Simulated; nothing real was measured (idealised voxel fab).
Process module in this document: voxel fin reveal
Cross-section cut: width 165 nm, square cells of 5 nm.
The cross-sections in this document take the form of a grid made of square cells. They are written out as bands, in order from top to bottom. Each band consists of one or more rows of cells.
In this notation a band is specified by the heights of its top and bottom, in that order and in nm, after which its materials appear from left to right, each paired with its width in nm. The word "full width" attached to a single material means that material fills the band from edge to edge; the word "empty" stands for empty space.
Beneath 0, the wafer as received is one material, and that level is where height counting begins. The lowest band goes on downward without a bottom; it is written like "0..down".
Width: "30 to 40" (first number = top row, second number = bottom row, same change from row to row of cells).
Basically "nothing changed" means that step didn't change any cell in the cross-section.
Heads up: "Enclosed void listing" only lists the empty pockets with no open path to the top that are 8 cells or more, and it writes them as width x height at distance, distance from the left edge, in nm.
Whatever follows a step's settings on its line is a remark the simulator itself makes about that step.
Regarding "overlay nm": on a step with a mask, it is the distance the mask lay to the right of its planned place; a negative value places it to the left.
Note: before/after cross-section pairs follow, one process step per pair, after-side truncated at the lowest changed band, step and settings given beneath. Different runs of this module on the same starting wafer may supply the pairs; a pair continues the one above only where the "Incoming structure" entry says so.

INCOMING STRUCTURE
0..down | Si full width
Enclosed void listing: none

POST-STEP APPEARANCE
10..0 | SiN full width
Beneath the level 0, the cross-section is identical to its previous state.
Enclosed void listing: none
The two cross-sections above are separated by a single process step, namely CONFORMAL_DEP, material SiN, thk nm 10

Incoming structure: see the after view in the pair directly above.

POST-STEP APPEARANCE
30..10 | empty: 55, resist: 15, empty: 20, resist: 15, empty: 60
Beneath the level 10, the cross-section is identical to its previous state.
Enclosed void listing: none
The two cross-sections above are separated by a single process step, namely PATTERN, tone cover, mask id FINS, material resist, width nm 15, pitch nm 35, thk nm 20, overlay nm 0

Incoming structure: see the after view in the pair directly above.

POST-STEP APPEARANCE
30..10 | empty: 55, resist: 15, empty: 20, resist: 15, empty: 60
10..0 | empty: 55, SiN: 15, empty: 20, SiN: 15, empty: 60
Beneath the level 0, the cross-section is identical to its previous state.
Enclosed void listing: none
The two cross-sections above are separated by a single process step, namely DIRECTIONAL_ETCH, etch materials SiN, depth nm 10

Incoming structure: see the after view in the pair directly above.

POST-STEP APPEARANCE
30..10 | empty: 55, resist: 15, empty: 20, resist: 15, empty: 60
10..0 | empty: 55, SiN: 15, empty: 20, SiN: 15, empty: 60
0..-30 | empty: 55, Si: 15, empty: 20, Si: 15, empty: 60
Beneath the level -30, the cross-section is identical to its previous state.
Enclosed void listing: none
The two cross-sections above are separated by a single process step, namely DIRECTIONAL_ETCH, etch materials Si, depth nm 30

Incoming structure: see the after view in the pair directly above.

POST-STEP APPEARANCE
10..0 | empty: 55, SiN: 15, empty: 20, SiN: 15, empty: 60
Beneath the level 0, the cross-section is identical to its previous state.
Enclosed void listing: none
The two cross-sections above are separated by a single process step, namely STRIP, etch materials resist

Incoming structure: see the after view in the pair directly above.

POST-STEP APPEARANCE
20..10 | SiO2 full width
10..0 | SiO2: 55, SiN: 15, SiO2: 20, SiN: 15, SiO2: 60
0..-30 | SiO2: 55, Si: 15, SiO2: 20, Si: 15, SiO2: 60
Beneath the level -30, the cross-section is identical to its previous state.
Enclosed void listing: none
The two cross-sections above are separated by a single process step, namely FILL_DEP, material SiO2, thk nm 10

Incoming structure: see the after view in the pair directly above.

POST-STEP APPEARANCE
10..0 | SiO2: 55, SiN: 15, SiO2: 20, SiN: 15, SiO2: 60
Beneath the level 0, the cross-section is identical to its previous state.
Enclosed void listing: none
The two cross-sections above are separated by a single process step, namely CMP, height nm 10

Incoming structure: see the after view in the pair directly above.

POST-STEP APPEARANCE
10..0 | empty: 55, SiN: 15, empty: 20, SiN: 15, empty: 60
0..-15 | empty: 55, Si: 15, empty: 20, Si: 15, empty: 60
Beneath the level -15, the cross-section is identical to its previous state.
Enclosed void listing: none
The two cross-sections above are separated by a single process step, namely SELECTIVE_ETCH, etch materials SiO2, depth nm 25

Incoming structure: see the after view in the pair directly above.

POST-STEP APPEARANCE
0..-15 | empty: 55, Si: 15, empty: 20, Si: 15, empty: 60
Beneath the level -15, the cross-section is identical to its previous state.
Enclosed void listing: none
The two cross-sections above are separated by a single process step, namely STRIP, etch materials SiN

INCOMING STRUCTURE
30..10 | empty: 55, resist: 15, empty: 20, resist: 15, empty: 60
10..0 | empty: 55, SiN: 15, empty: 20, SiN: 15, empty: 60
0..-30 | empty: 55, Si: 15, empty: 20, Si: 15, empty: 60
-30..down | Si full width
Enclosed void listing: none

POST-STEP APPEARANCE
30..10 | empty: 55, resist: 15, empty: 20, resist: 15, empty: 60
10..0 | empty: 55, SiN: 15, empty: 20, SiN: 15, empty: 60
0..-60 | empty: 55, Si: 15, empty: 20, Si: 15, empty: 60
Beneath the level -60, the cross-section is identical to its previous state.
Enclosed void listing: none
The two cross-sections above are separated by a single process step, namely DIRECTIONAL_ETCH, etch materials Si, depth nm 30

Incoming structure: see the after view in the pair directly above.

POST-STEP APPEARANCE
10..0 | empty: 55, SiN: 15, empty: 20, SiN: 15, empty: 60
Beneath the level 0, the cross-section is identical to its previous state.
Enclosed void listing: none
The two cross-sections above are separated by a single process step, namely STRIP, etch materials resist

Incoming structure: see the after view in the pair directly above.

POST-STEP APPEARANCE
20..10 | SiO2 full width
10..0 | SiO2: 55, SiN: 15, SiO2: 20, SiN: 15, SiO2: 60
0..-60 | SiO2: 55, Si: 15, SiO2: 20, Si: 15, SiO2: 60
Beneath the level -60, the cross-section is identical to its previous state.
Enclosed void listing: none
The two cross-sections above are separated by a single process step, namely FILL_DEP, material SiO2, thk nm 10

Incoming structure: see the after view in the pair directly above.

POST-STEP APPEARANCE
10..0 | SiO2: 55, SiN: 15, SiO2: 20, SiN: 15, SiO2: 60
Beneath the level 0, the cross-section is identical to its previous state.
Enclosed void listing: none
The two cross-sections above are separated by a single process step, namely CMP, height nm 10

Incoming structure: see the after view in the pair directly above.

POST-STEP APPEARANCE
10..0 | empty: 55, SiN: 15, empty: 20, SiN: 15, empty: 60
0..-15 | empty: 55, Si: 15, empty: 20, Si: 15, empty: 60
Beneath the level -15, the cross-section is identical to its previous state.
Enclosed void listing: none
The two cross-sections above are separated by a single process step, namely SELECTIVE_ETCH, etch materials SiO2, depth nm 25

Incoming structure: see the after view in the pair directly above.

POST-STEP APPEARANCE
0..-15 | empty: 55, Si: 15, empty: 20, Si: 15, empty: 60
Beneath the level -15, the cross-section is identical to its previous state.
Enclosed void listing: none
The two cross-sections above are separated by a single process step, namely STRIP, etch materials SiN

INCOMING STRUCTURE
10..0 | SiO2: 55, SiN: 15, SiO2: 20, SiN: 15, SiO2: 60
0..-30 | SiO2: 55, Si: 15, SiO2: 20, Si: 15, SiO2: 60
-30..down | Si full width
Enclosed void listing: none

POST-STEP APPEARANCE
10..0 | SiO2: 55, empty: 15, SiO2: 20, empty: 15, SiO2: 60
Beneath the level 0, the cross-section is identical to its previous state.
Enclosed void listing: none
The two cross-sections above are separated by a single process step, namely STRIP, etch materials SiN

Incoming structure: see the after view in the pair directly above.

POST-STEP APPEARANCE
0..-15 | empty: 55, Si: 15, empty: 20, Si: 15, empty: 60
-15..-25 | SiO2: 30, empty: 25, Si: 15, empty: 20, Si: 15, empty: 25, SiO2: 35
Beneath the level -25, the cross-section is identical to its previous state.
Enclosed void listing: none
The two cross-sections above are separated by a single process step, namely SELECTIVE_ETCH, etch materials SiO2, depth nm 25

INCOMING STRUCTURE
30..10 | empty: 55, resist: 15, empty: 20, resist: 15, empty: 60
10..0 | empty: 55, SiN: 15, empty: 20, SiN: 15, empty: 60
0..down | Si full width
Enclosed void listing: none

POST-STEP APPEARANCE
30..10 | empty: 55, resist: 15, empty: 20, resist: 15, empty: 60
10..0 | empty: 55, SiN: 15, empty: 20, SiN: 15, empty: 60
0..-35 | empty: 55, Si: 15, empty: 20, Si: 15, empty: 60
Beneath the level -35, the cross-section is identical to its previous state.
Enclosed void listing: none
The two cross-sections above are separated by a single process step, namely DIRECTIONAL_ETCH, etch materials Si, depth nm 35

Incoming structure: see the after view in the pair directly above.

POST-STEP APPEARANCE
10..0 | empty: 55, SiN: 15, empty: 20, SiN: 15, empty: 60
Beneath the level 0, the cross-section is identical to its previous state.
Enclosed void listing: none
The two cross-sections above are separated by a single process step, namely STRIP, etch materials resist

Incoming structure: see the after view in the pair directly above.

POST-STEP APPEARANCE
20..10 | SiO2 full width
10..0 | SiO2: 55, SiN: 15, SiO2: 20, SiN: 15, SiO2: 60
0..-35 | SiO2: 55, Si: 15, SiO2: 20, Si: 15, SiO2: 60
Beneath the level -35, the cross-section is identical to its previous state.
Enclosed void listing: none
The two cross-sections above are separated by a single process step, namely FILL_DEP, material SiO2, thk nm 10

Incoming structure: see the after view in the pair directly above.

POST-STEP APPEARANCE
10..0 | SiO2: 55, SiN: 15, SiO2: 20, SiN: 15, SiO2: 60
Beneath the level 0, the cross-section is identical to its previous state.
Enclosed void listing: none
The two cross-sections above are separated by a single process step, namely CMP, height nm 10

Incoming structure: see the after view in the pair directly above.

POST-STEP APPEARANCE
10..0 | empty: 55, SiN: 15, empty: 20, SiN: 15, empty: 60
0..-15 | empty: 55, Si: 15, empty: 20, Si: 15, empty: 60
Beneath the level -15, the cross-section is identical to its previous state.
Enclosed void listing: none
The two cross-sections above are separated by a single process step, namely SELECTIVE_ETCH, etch materials SiO2, depth nm 25

Incoming structure: see the after view in the pair directly above.

POST-STEP APPEARANCE
0..-15 | empty: 55, Si: 15, empty: 20, Si: 15, empty: 60
Beneath the level -15, the cross-section is identical to its previous state.
Enclosed void listing: none
The two cross-sections above are separated by a single process step, namely STRIP, etch materials SiN

INCOMING STRUCTURE
10..0 | SiN full width
0..down | Si full width
Enclosed void listing: none

POST-STEP APPEARANCE
30..10 | empty: 55, resist: 20, empty: 15, resist: 20, empty: 55
Beneath the level 10, the cross-section is identical to its previous state.
Enclosed void listing: none
The two cross-sections above are separated by a single process step, namely PATTERN, tone cover, mask id FINS, material resist, width nm 20, pitch nm 35, thk nm 20, overlay nm 0

Incoming structure: see the after view in the pair directly above.

POST-STEP APPEARANCE
30..10 | empty: 55, resist: 20, empty: 15, resist: 20, empty: 55
10..0 | empty: 55, SiN: 20, empty: 15, SiN: 20, empty: 55
Beneath the level 0, the cross-section is identical to its previous state.
Enclosed void listing: none
The two cross-sections above are separated by a single process step, namely DIRECTIONAL_ETCH, etch materials SiN, depth nm 10

Incoming structure: see the after view in the pair directly above.

POST-STEP APPEARANCE
30..10 | empty: 55, resist: 20, empty: 15, resist: 20, empty: 55
10..0 | empty: 55, SiN: 20, empty: 15, SiN: 20, empty: 55
0..-30 | empty: 55, Si: 20, empty: 15, Si: 20, empty: 55
Beneath the level -30, the cross-section is identical to its previous state.
Enclosed void listing: none
The two cross-sections above are separated by a single process step, namely DIRECTIONAL_ETCH, etch materials Si, depth nm 30

Incoming structure: see the after view in the pair directly above.

POST-STEP APPEARANCE
10..0 | empty: 55, SiN: 20, empty: 15, SiN: 20, empty: 55
Beneath the level 0, the cross-section is identical to its previous state.
Enclosed void listing: none
The two cross-sections above are separated by a single process step, namely STRIP, etch materials resist

Incoming structure: see the after view in the pair directly above.

POST-STEP APPEARANCE
20..10 | SiO2 full width
10..0 | SiO2: 55, SiN: 20, SiO2: 15, SiN: 20, SiO2: 55
0..-30 | SiO2: 55, Si: 20, SiO2: 15, Si: 20, SiO2: 55
Beneath the level -30, the cross-section is identical to its previous state.
Enclosed void listing: none
The two cross-sections above are separated by a single process step, namely FILL_DEP, material SiO2, thk nm 10

Incoming structure: see the after view in the pair directly above.

POST-STEP APPEARANCE
10..0 | SiO2: 55, SiN: 20, SiO2: 15, SiN: 20, SiO2: 55
Beneath the level 0, the cross-section is identical to its previous state.
Enclosed void listing: none
The two cross-sections above are separated by a single process step, namely CMP, height nm 10

Incoming structure: see the after view in the pair directly above.

POST-STEP APPEARANCE
10..0 | empty: 55, SiN: 20, empty: 15, SiN: 20, empty: 55
0..-15 | empty: 55, Si: 20, empty: 15, Si: 20, empty: 55
Beneath the level -15, the cross-section is identical to its previous state.
Enclosed void listing: none
The two cross-sections above are separated by a single process step, namely SELECTIVE_ETCH, etch materials SiO2, depth nm 25

Incoming structure: see the after view in the pair directly above.

POST-STEP APPEARANCE
0..-15 | empty: 55, Si: 20, empty: 15, Si: 20, empty: 55
Beneath the level -15, the cross-section is identical to its previous state.
Enclosed void listing: none
The two cross-sections above are separated by a single process step, namely STRIP, etch materials SiN

INCOMING STRUCTURE
10..0 | SiN full width
0..down | Si full width
Enclosed void listing: none

POST-STEP APPEARANCE
30..10 | empty: 60, resist: 15, empty: 20, resist: 15, empty: 55
Beneath the level 10, the cross-section is identical to its previous state.
Enclosed void listing: none
The two cross-sections above are separated by a single process step, namely PATTERN, tone cover, mask id FINS, material resist, width nm 15, pitch nm 35, thk nm 20, overlay nm 5

Incoming structure: see the after view in the pair directly above.

POST-STEP APPEARANCE
30..10 | empty: 60, resist: 15, empty: 20, resist: 15, empty: 55
10..0 | empty: 60, SiN: 15, empty: 20, SiN: 15, empty: 55
Beneath the level 0, the cross-section is identical to its previous state.
Enclosed void listing: none
The two cross-sections above are separated by a single process step, namely DIRECTIONAL_ETCH, etch materials SiN, depth nm 10

Incoming structure: see the after view in the pair directly above.

POST-STEP APPEARANCE
30..10 | empty: 60, resist: 15, empty: 20, resist: 15, empty: 55
10..0 | empty: 60, SiN: 15, empty: 20, SiN: 15, empty: 55
0..-30 | empty: 60, Si: 15, empty: 20, Si: 15, empty: 55
Beneath the level -30, the cross-section is identical to its previous state.
Enclosed void listing: none
The two cross-sections above are separated by a single process step, namely DIRECTIONAL_ETCH, etch materials Si, depth nm 30

Incoming structure: see the after view in the pair directly above.

POST-STEP APPEARANCE
10..0 | empty: 60, SiN: 15, empty: 20, SiN: 15, empty: 55
Beneath the level 0, the cross-section is identical to its previous state.
Enclosed void listing: none
The two cross-sections above are separated by a single process step, namely STRIP, etch materials resist

Incoming structure: see the after view in the pair directly above.

POST-STEP APPEARANCE
20..10 | SiO2 full width
10..0 | SiO2: 60, SiN: 15, SiO2: 20, SiN: 15, SiO2: 55
0..-30 | SiO2: 60, Si: 15, SiO2: 20, Si: 15, SiO2: 55
Beneath the level -30, the cross-section is identical to its previous state.
Enclosed void listing: none
The two cross-sections above are separated by a single process step, namely FILL_DEP, material SiO2, thk nm 10

Incoming structure: see the after view in the pair directly above.

POST-STEP APPEARANCE
10..0 | SiO2: 60, SiN: 15, SiO2: 20, SiN: 15, SiO2: 55
Beneath the level 0, the cross-section is identical to its previous state.
Enclosed void listing: none
The two cross-sections above are separated by a single process step, namely CMP, height nm 10

Incoming structure: see the after view in the pair directly above.

POST-STEP APPEARANCE
10..0 | empty: 60, SiN: 15, empty: 20, SiN: 15, empty: 55
0..-15 | empty: 60, Si: 15, empty: 20, Si: 15, empty: 55
Beneath the level -15, the cross-section is identical to its previous state.
Enclosed void listing: none
The two cross-sections above are separated by a single process step, namely SELECTIVE_ETCH, etch materials SiO2, depth nm 25

Incoming structure: see the after view in the pair directly above.

POST-STEP APPEARANCE
0..-15 | empty: 60, Si: 15, empty: 20, Si: 15, empty: 55
Beneath the level -15, the cross-section is identical to its previous state.
Enclosed void listing: none
The two cross-sections above are separated by a single process step, namely STRIP, etch materials SiN

INCOMING STRUCTURE
10..0 | empty: 55, SiN: 15, empty: 20, SiN: 15, empty: 60
0..-15 | empty: 55, Si: 15, empty: 20, Si: 15, empty: 60
-15..-30 | SiO2: 55, Si: 15, SiO2: 20, Si: 15, SiO2: 60
-30..down | Si full width
Enclosed void listing: none

POST-STEP APPEARANCE
10..0 | empty: 55, SiN: 15, empty: 20, SiN: 15, empty: 60
0..-30 | empty: 55, Si: 15, empty: 20, Si: 15, empty: 60
Beneath the level -30, the cross-section is identical to its previous state.
Enclosed void listing: none
The two cross-sections above are separated by a single process step, namely STRIP, etch materials SiO2

INCOMING STRUCTURE
10..0 | SiN full width
0..down | Si full width
Enclosed void listing: none

POST-STEP APPEARANCE
30..10 | resist: 55, empty: 15, resist: 20, empty: 15, resist: 60
Beneath the level 10, the cross-section is identical to its previous state.
Enclosed void listing: none
The two cross-sections above are separated by a single process step, namely PATTERN, tone open, mask id FINS, material resist, width nm 15, pitch nm 35, thk nm 20, overlay nm 0

Incoming structure: see the after view in the pair directly above.

POST-STEP APPEARANCE
30..10 | resist: 55, empty: 15, resist: 20, empty: 15, resist: 60
10..0 | SiN: 55, empty: 15, SiN: 20, empty: 15, SiN: 60
Beneath the level 0, the cross-section is identical to its previous state.
Enclosed void listing: none
The two cross-sections above are separated by a single process step, namely DIRECTIONAL_ETCH, etch materials SiN, depth nm 10

Incoming structure: see the after view in the pair directly above.

POST-STEP APPEARANCE
30..10 | resist: 55, empty: 15, resist: 20, empty: 15, resist: 60
10..0 | SiN: 55, empty: 15, SiN: 20, empty: 15, SiN: 60
0..-30 | Si: 55, empty: 15, Si: 20, empty: 15, Si: 60
Beneath the level -30, the cross-section is identical to its previous state.
Enclosed void listing: none
The two cross-sections above are separated by a single process step, namely DIRECTIONAL_ETCH, etch materials Si, depth nm 30

Incoming structure: see the after view in the pair directly above.

POST-STEP APPEARANCE
10..0 | SiN: 55, empty: 15, SiN: 20, empty: 15, SiN: 60
Beneath the level 0, the cross-section is identical to its previous state.
Enclosed void listing: none
The two cross-sections above are separated by a single process step, namely STRIP, etch materials resist

Incoming structure: see the after view in the pair directly above.

POST-STEP APPEARANCE
20..10 | SiO2 full width
10..0 | SiN: 55, SiO2: 15, SiN: 20, SiO2: 15, SiN: 60
0..-30 | Si: 55, SiO2: 15, Si: 20, SiO2: 15, Si: 60
Beneath the level -30, the cross-section is identical to its previous state.
Enclosed void listing: none
The two cross-sections above are separated by a single process step, namely FILL_DEP, material SiO2, thk nm 10

Incoming structure: see the after view in the pair directly above.

POST-STEP APPEARANCE
10..0 | SiN: 55, SiO2: 15, SiN: 20, SiO2: 15, SiN: 60
Beneath the level 0, the cross-section is identical to its previous state.
Enclosed void listing: none
The two cross-sections above are separated by a single process step, namely CMP, height nm 10

Incoming structure: see the after view in the pair directly above.

POST-STEP APPEARANCE
10..0 | SiN: 55, empty: 15, SiN: 20, empty: 15, SiN: 60
0..-15 | Si: 55, empty: 15, Si: 20, empty: 15, Si: 60
Beneath the level -15, the cross-section is identical to its previous state.
Enclosed void listing: none
The two cross-sections above are separated by a single process step, namely SELECTIVE_ETCH, etch materials SiO2, depth nm 25

Incoming structure: see the after view in the pair directly above.

POST-STEP APPEARANCE
0..-15 | Si: 55, empty: 15, Si: 20, empty: 15, Si: 60
Beneath the level -15, the cross-section is identical to its previous state.
Enclosed void listing: none
The two cross-sections above are separated by a single process step, namely STRIP, etch materials SiN
